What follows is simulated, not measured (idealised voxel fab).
process module | voxel released beams
cross-section cut | 275 nm wide | cells 5 nm
A cross-section is a grid of square cells, given in bands from the top down. A band is one or more rows of cells.
Each band's line starts with the height of the band's top and of its bottom, in nm. Then come its materials from left to right, each with its width in nm. One material with "throughout" fills the band from edge to edge. "air" is empty space.
Height 0 is the level under which the wafer as received is all one material. The lowest band goes on downwards, as in "0 down".
A width such as "30 to 40" changes by the same amount from each row of cells to the next, from the band's top row to its bottom row.
"no change" after a step means that no cell of the cross-section changed.
closed voids: empty space of 8 cells or more with no open way to the top, each as width x height at its distance from the left edge, in nm
after a step's settings: what the simulator itself notes on the step
overlay nm, on a step with a mask: how far to the right of its planned place the mask lay; to the left if negative
plan
1 op RECEIVE | material Si
2 op CONFORMAL_DEP | material SiN | thk nm 5
3 op DIRECTIONAL_DEP | material SiO2 | thk nm 15
4 op DIRECTIONAL_DEP | material aC | thk nm 15
5 op PATTERN | tone open | mask id ANCHOR | material resist | width nm 35 | thk nm 35 | overlay nm 0
6 op DIRECTIONAL_ETCH | etch materials aC | depth nm 15
7 op STRIP | etch materials resist
8 op DIRECTIONAL_ETCH | etch materials SiO2 | depth nm 15
9 op STRIP | etch materials aC
10 op CONFORMAL_DEP | material W | thk nm 15
11 op MASKED_ETCH | tone cover | mask id BEAM | width nm 90 | etch materials W | depth nm 15 | overlay nm 0
12 op STRIP | etch materials SiO2
as received, after step 1
  0 down: Si throughout
  closed voids: none
a wafer at the end: this start, this plan, one mistake
  30 to 15: air 90 | W 20 | air 5 | W 65 | air 95
  15 to 0: air 95 | W 35 | air 145
  0 down: Si throughout
  closed voids: none
what went wrong: step 2 was left out
